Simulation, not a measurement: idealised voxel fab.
This is a process module. Its name is voxel released beams.
Section shown: cut. Width: 210 nm. Cell size: 5 nm, square.
Cross-section spec: square-cell grid; bands listed top down; each band is one or more rows. A band entry consists of two parts. The first gives the height of the band's top and the height of its bottom, in nm. The rest lists the band's materials from left to right, each with its width in nm. A single material labelled with the word "all across" fills the band from edge to edge, and the word "air" marks empty space. Zero point of the height axis is 0; under it, received wafer = one material. Lowest band: continues down indefinitely, "0..down". When a width is written as two numbers, as in "30->40", the first number is the width in the top row of cells of the band and the second is the width in its bottom row, and the width changes by the same amount from each row to the next. A step reported as "all unchanged" is a step in which no cell of the cross-section changed. Under "Closed cavities" you'll find the enclosed gaps, the ones with no way out to the top, that are 8 cells or bigger; each reads width x height at distance, with distance counted from the left edge, everything in nm. Note: text after step settings on the step line = simulator remark on that step. overlay nm: where the mask lay relative to plan, measured to the right, on steps with a mask; negatives go left.
-- Process steps (planned)
| 1 | RECEIVE,material Si |
| 2 | CONFORMAL_DEP,material Al2O3,thk nm 10 |
| 3 | DIRECTIONAL_DEP,material SiO2,thk nm 20 |
| 4 | PATTERN,tone open,mask id ANCHOR,material resist,width nm 35,thk nm 20,overlay nm 0 |
| 5 | DIRECTIONAL_ETCH,etch materials SiO2,depth nm 20 |
| 6 | STRIP,etch materials resist |
| 7 | CONFORMAL_DEP,material polySi,thk nm 15 |
| 8 | MASKED_ETCH,tone cover,mask id BEAM,width nm 115,etch materials polySi,depth nm 15,overlay nm 0 |
| 9 | STRIP,etch materials SiO2 |
-- The first wafer of two, processed as planned
-- Wafer cross-section on receipt, i.e. after step 1
> 0..down  Si all across
> Closed cavities: none
-- The wafer, seen in cross-section, after step 2
> 10..0  Al2O3 all across
> Beneath the level 0, the cross-section is identical to its previous state.
-- The wafer, seen in cross-section, after step 3
> 30..10  SiO2 all across
> Beneath the level 10, the cross-section is identical to its previous state.
-- The wafer, seen in cross-section, after step 4
> 50..30  50 nm resist / 35 nm air / 125 nm resist
> Beneath the level 30, the cross-section is identical to its previous state.
-- The wafer, seen in cross-section, after step 5
> 50..30  50 nm resist / 35 nm air / 125 nm resist
> 30..10  50 nm SiO2 / 35 nm air / 125 nm SiO2
> Beneath the level 10, the cross-section is identical to its previous state.
-- The wafer, seen in cross-section, after step 6
> 30..10  50 nm SiO2 / 35 nm air / 125 nm SiO2
> Beneath the level 10, the cross-section is identical to its previous state.
-- The wafer, seen in cross-section, after step 7
> 45..30  65 nm polySi / 5 nm air / 140 nm polySi
> 30..25  50 nm SiO2 / 15 nm polySi / 5 nm air / 15 nm polySi / 125 nm SiO2
> 25..10  50 nm SiO2 / 35 nm polySi / 125 nm SiO2
> Beneath the level 10, the cross-section is identical to its previous state.
-- The wafer, seen in cross-section, after step 8
> 45..30  45 nm air / 20 nm polySi / 5 nm air / 90 nm polySi / 50 nm air
> Beneath the level 30, the cross-section is identical to its previous state.
-- The wafer, seen in cross-section, after step 9
> 45..30  45 nm air / 20 nm polySi / 5 nm air / 90 nm polySi / 50 nm air
> 30..25  50 nm air / 15 nm polySi / 5 nm air / 15 nm polySi / 125 nm air
> 25..10  50 nm air / 35 nm polySi / 125 nm air
> Beneath the level 10, the cross-section is identical to its previous state.
-- Second of two: same start, same plan, one run error; steps up to and including 2 match the first
-- Planned end of step 3: second wafer, cross-section
> 25..10  SiO2 all across
> Beneath the level 10, the cross-section is identical to its previous state.
-- Planned end of step 4: second wafer, cross-section
> 45..25  50 nm resist / 35 nm air / 125 nm resist
> Beneath the level 25, the cross-section is identical to its previous state.
-- Planned end of step 5: second wafer, cross-section
> 45..25  50 nm resist / 35 nm air / 125 nm resist
> 25..10  50 nm SiO2 / 35 nm air / 125 nm SiO2
> Beneath the level 10, the cross-section is identical to its previous state.
-- Planned end of step 6: second wafer, cross-section
> 25..10  50 nm SiO2 / 35 nm air / 125 nm SiO2
> Beneath the level 10, the cross-section is identical to its previous state.
-- Planned end of step 7: second wafer, cross-section
> 40..25  65 nm polySi / 5 nm air / 140 nm polySi
> 25..10  50 nm SiO2 / 35 nm polySi / 125 nm SiO2
> Beneath the level 10, the cross-section is identical to its previous state.
-- Planned end of step 8: second wafer, cross-section
> 40..25  45 nm air / 20 nm polySi / 5 nm air / 90 nm polySi / 50 nm air
> Beneath the level 25, the cross-section is identical to its previous state.
-- Planned end of step 9: second wafer, cross-section
> 40..25  45 nm air / 20 nm polySi / 5 nm air / 90 nm polySi / 50 nm air
> 25..10  50 nm air / 35 nm polySi / 125 nm air
> Beneath the level 10, the cross-section is identical to its previous state.
The plan and the run diverged here: step 3 did not use the planned setting and instead ran as DIRECTIONAL_DEP,material SiO2,thk nm 15
Final wafer comparison in cells, second versus first, more or fewer per material: polySi -6
